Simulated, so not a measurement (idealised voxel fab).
Process module in this document: voxel wiring stack
Cross-section cut spans 285 nm and uses square cells 5 nm in size.
How to read a cross-section here: the picture is a grid of square cells, written as bands going from the top down, and any band can span one or more rows of cells.
Each band's line starts with the height of the band's top and of its bottom, in nm. Then come its materials from left to right, each with its width in nm. One material with "edge to edge" fills the band from edge to edge. "empty" is empty space.
Counting heights begins at 0, where everything beneath is, in the wafer as received, one material. The lowest band has no bottom; it goes on downwards, as "top 0, no bottom" shows.
With a width like "30..40", each row of cells in the band differs from the next by the same amount, the top row carrying the first number and the bottom row the second.
Take "remains unaltered" at face value: in the step it is given for, the cross-section changed in none of its cells.
"Closed void inventory": empty spaces of 8 cells or more with no open way to the top, each given as width x height at distance, distance from the left edge, all in nm.
after a step's settings: what the simulator itself notes on the step
Regarding "overlay nm": on a step with a mask, it is the distance the mask lay to the right of its planned place; a negative value places it to the left.

## Planned step list for the process
1 op RECEIVE | material Si
2 op CONFORMAL_DEP | material SiO2 | thk nm 15
3 op CONFORMAL_DEP | material SiCN | thk nm 5
4 op DIRECTIONAL_DEP | material lowk | thk nm 25
5 op MASKED_ETCH | tone open | mask id METAL_1 | width nm 25 | pitch nm 50 | etch materials lowk | depth nm 25 | overlay nm 0
6 op MASKED_ETCH | tone open | mask id METAL_1 | width nm 25 | pitch nm 50 | etch materials SiCN | depth nm 5 | overlay nm 0
7 op CONFORMAL_DEP | material TiN | thk nm 5
8 op FILL_DEP | material Cu | thk nm 10
9 op CMP | height nm 45
10 op CONFORMAL_DEP | material SiCN | thk nm 5
11 op DIRECTIONAL_DEP | material lowk | thk nm 15
12 op DIRECTIONAL_DEP | material aC | thk nm 10
13 op PATTERN | tone open | mask id PLUG_1 | material resist | width nm 15 | pitch nm 50 | thk nm 25 | overlay nm 0
14 op DIRECTIONAL_ETCH | etch materials aC | depth nm 10
15 op STRIP | etch materials resist
16 op DIRECTIONAL_ETCH | etch materials lowk | depth nm 15
17 op DIRECTIONAL_ETCH | etch materials SiCN | depth nm 5
18 op STRIP | etch materials aC
19 op CONFORMAL_DEP | material TiN | thk nm 5
20 op FILL_DEP | material Cu | thk nm 5
21 op CMP | height nm 65
22 op CONFORMAL_DEP | material SiCN | thk nm 5
23 op DIRECTIONAL_DEP | material SiO2 | thk nm 25
24 op DIRECTIONAL_DEP | material aC | thk nm 15
25 op PATTERN | tone open | mask id METAL_2 | material resist | width nm 25 | pitch nm 50 | thk nm 30 | overlay nm 0
26 op DIRECTIONAL_ETCH | etch materials aC | depth nm 15
27 op STRIP | etch materials resist
28 op DIRECTIONAL_ETCH | etch materials SiO2 | depth nm 25
29 op DIRECTIONAL_ETCH | etch materials SiCN | depth nm 5
30 op STRIP | etch materials aC
31 op CONFORMAL_DEP | material TiN | thk nm 5
32 op FILL_DEP | material Cu | thk nm 10
33 op CMP | height nm 95
34 op EPI | material Ru | thk nm 5
35 op FILL_DEP | material SiCN | thk nm 5
36 op DIRECTIONAL_DEP | material SiO2 | thk nm 30
37 op MASKED_ETCH | tone open | mask id METAL_3_HOLES | width nm 15 | pitch nm 50 | etch materials SiO2 | depth nm 30 | overlay nm 0
38 op DIRECTIONAL_DEP | material aC | thk nm 15
39 op PATTERN | tone open | mask id METAL_3 | material resist | width nm 25 | pitch nm 50 | thk nm 30 | overlay nm 0
40 op DIRECTIONAL_ETCH | etch materials aC | depth nm 15
41 op STRIP | etch materials resist
42 op DIRECTIONAL_ETCH | etch materials SiO2 | depth nm 20
43 op DIRECTIONAL_ETCH | etch materials SiCN | depth nm 5
44 op STRIP | etch materials aC
45 op CONFORMAL_DEP | material TiN | thk nm 5
46 op FILL_DEP | material Cu | thk nm 10
47 op CMP | height nm 135
48 op CONFORMAL_DEP | material SiCN | thk nm 5

## Wafer at receipt (post step 1), cross-section
> top 0, no bottom: Si edge to edge
> Closed void inventory: none

## Module complete - cross-section of the first of two wafers, run according to plan
> top 140, bottom 135: SiCN edge to edge
> top 135, bottom 120: SiO2 55 nm  TiN 5 nm  Cu 15 nm  TiN 5 nm  SiO2 25 nm  TiN 5 nm  Cu 15 nm  TiN 5 nm  SiO2 25 nm  TiN 5 nm  Cu 15 nm  TiN 5 nm  SiO2 25 nm  TiN 5 nm  Cu 15 nm  TiN 5 nm  SiO2 55 nm
> top 120, bottom 115: SiO2 55 nm  TiN 5 nm  Cu 5 nm  TiN 15 nm  SiO2 25 nm  TiN 5 nm  Cu 5 nm  TiN 15 nm  SiO2 25 nm  TiN 5 nm  Cu 5 nm  TiN 15 nm  SiO2 25 nm  TiN 5 nm  Cu 5 nm  TiN 15 nm  SiO2 55 nm
> top 115, bottom 105: SiO2 55 nm  TiN 5 nm  Cu 5 nm  TiN 5 nm  SiO2 35 nm  TiN 5 nm  Cu 5 nm  TiN 5 nm  SiO2 35 nm  TiN 5 nm  Cu 5 nm  TiN 5 nm  SiO2 35 nm  TiN 5 nm  Cu 5 nm  TiN 5 nm  SiO2 65 nm
> top 105, bottom 100: SiCN 55 nm  TiN 15 nm  SiCN 35 nm  TiN 15 nm  SiCN 35 nm  TiN 15 nm  SiCN 35 nm  TiN 15 nm  SiCN 65 nm
> top 100, bottom 95: SiCN 50 nm  Ru 35 nm  SiCN 15 nm  Ru 35 nm  SiCN 15 nm  Ru 35 nm  SiCN 15 nm  Ru 35 nm  SiCN 50 nm
> top 95, bottom 70: SiO2 55 nm  TiN 5 nm  Cu 15 nm  TiN 5 nm  SiO2 25 nm  TiN 5 nm  Cu 15 nm  TiN 5 nm  SiO2 25 nm  TiN 5 nm  Cu 15 nm  TiN 5 nm  SiO2 25 nm  TiN 5 nm  Cu 15 nm  TiN 5 nm  SiO2 55 nm
> top 70, bottom 65: SiCN 55 nm  TiN 25 nm  SiCN 25 nm  TiN 25 nm  SiCN 25 nm  TiN 25 nm  SiCN 25 nm  TiN 25 nm  SiCN 55 nm
> top 65, bottom 50: lowk 55 nm  TiN 5 nm  Cu 5 nm  TiN 5 nm  lowk 35 nm  TiN 5 nm  Cu 5 nm  TiN 5 nm  lowk 35 nm  TiN 5 nm  Cu 5 nm  TiN 5 nm  lowk 35 nm  TiN 5 nm  Cu 5 nm  TiN 5 nm  lowk 65 nm
> top 50, bottom 45: SiCN 55 nm  TiN 15 nm  SiCN 35 nm  TiN 15 nm  SiCN 35 nm  TiN 15 nm  SiCN 35 nm  TiN 15 nm  SiCN 65 nm
> top 45, bottom 20: lowk 55 nm  TiN 5 nm  Cu 15 nm  TiN 5 nm  lowk 25 nm  TiN 5 nm  Cu 15 nm  TiN 5 nm  lowk 25 nm  TiN 5 nm  Cu 15 nm  TiN 5 nm  lowk 25 nm  TiN 5 nm  Cu 15 nm  TiN 5 nm  lowk 55 nm
> top 20, bottom 15: SiCN 55 nm  TiN 25 nm  SiCN 25 nm  TiN 25 nm  SiCN 25 nm  TiN 25 nm  SiCN 25 nm  TiN 25 nm  SiCN 55 nm
> top 15, bottom 0: SiO2 edge to edge
> top 0, no bottom: Si edge to edge
> Closed void inventory: none

## The second wafer, shown in cross-section after the module: started the same way as the first and given the same plan, yet one mistake crept into how it was run
> top 140, bottom 135: SiCN edge to edge
> top 135, bottom 120: SiO2 55 nm  TiN 5 nm  Cu 15 nm  TiN 5 nm  SiO2 25 nm  TiN 5 nm  Cu 15 nm  TiN 5 nm  SiO2 25 nm  TiN 5 nm  Cu 15 nm  TiN 5 nm  SiO2 25 nm  TiN 5 nm  Cu 15 nm  TiN 5 nm  SiO2 55 nm
> top 120, bottom 115: SiO2 55 nm  TiN 5 nm  Cu 5 nm  TiN 15 nm  SiO2 25 nm  TiN 5 nm  Cu 5 nm  TiN 15 nm  SiO2 25 nm  TiN 5 nm  Cu 5 nm  TiN 15 nm  SiO2 25 nm  TiN 5 nm  Cu 5 nm  TiN 15 nm  SiO2 55 nm
> top 115, bottom 105: SiO2 55 nm  TiN 5 nm  Cu 5 nm  TiN 5 nm  SiO2 35 nm  TiN 5 nm  Cu 5 nm  TiN 5 nm  SiO2 35 nm  TiN 5 nm  Cu 5 nm  TiN 5 nm  SiO2 35 nm  TiN 5 nm  Cu 5 nm  TiN 5 nm  SiO2 65 nm
> top 105, bottom 100: SiCN 55 nm  TiN 15 nm  SiCN 35 nm  TiN 15 nm  SiCN 35 nm  TiN 15 nm  SiCN 35 nm  TiN 15 nm  SiCN 65 nm
> top 100, bottom 95: SiCN 50 nm  Ru 35 nm  SiCN 15 nm  Ru 35 nm  SiCN 15 nm  Ru 35 nm  SiCN 15 nm  Ru 35 nm  SiCN 50 nm
> top 95, bottom 70: SiO2 55 nm  TiN 5 nm  Cu 15 nm  TiN 5 nm  SiO2 25 nm  TiN 5 nm  Cu 15 nm  TiN 5 nm  SiO2 25 nm  TiN 5 nm  Cu 15 nm  TiN 5 nm  SiO2 25 nm  TiN 5 nm  Cu 15 nm  TiN 5 nm  SiO2 55 nm
> top 70, bottom 65: SiCN 55 nm  TiN 25 nm  SiCN 25 nm  TiN 25 nm  SiCN 25 nm  TiN 25 nm  SiCN 25 nm  TiN 25 nm  SiCN 55 nm
> top 65, bottom 50: lowk 55 nm  TiN 5 nm  Cu 5 nm  TiN 5 nm  lowk 35 nm  TiN 5 nm  Cu 5 nm  TiN 5 nm  lowk 35 nm  TiN 5 nm  Cu 5 nm  TiN 5 nm  lowk 35 nm  TiN 5 nm  Cu 5 nm  TiN 5 nm  lowk 65 nm
> top 50, bottom 45: SiCN 55 nm  TiN 15 nm  SiCN 35 nm  TiN 15 nm  SiCN 35 nm  TiN 15 nm  SiCN 35 nm  TiN 15 nm  SiCN 65 nm
> top 45, bottom 25: lowk 55 nm  TiN 5 nm  Cu 15 nm  TiN 5 nm  lowk 25 nm  TiN 5 nm  Cu 15 nm  TiN 5 nm  lowk 25 nm  TiN 5 nm  Cu 15 nm  TiN 5 nm  lowk 25 nm  TiN 5 nm  Cu 15 nm  TiN 5 nm  lowk 55 nm
> top 25, bottom 20: lowk 55 nm  TiN 25 nm  lowk 25 nm  TiN 25 nm  lowk 25 nm  TiN 25 nm  lowk 25 nm  TiN 25 nm  lowk 55 nm
> top 20, bottom 15: Ru edge to edge
> top 15, bottom 0: SiO2 edge to edge
> top 0, no bottom: Si edge to edge
> Closed void inventory: none
Short version of what went wrong: it should be noted that step 3 was executed with settings other than those planned, the operation and settings actually applied being op CONFORMAL_DEP | material Ru | thk nm 5
The final cell counts differ between the wafers, with the second having more or fewer of some materials than the first: -12 Cu | +57 Ru | -37 SiCN | -8 TiN
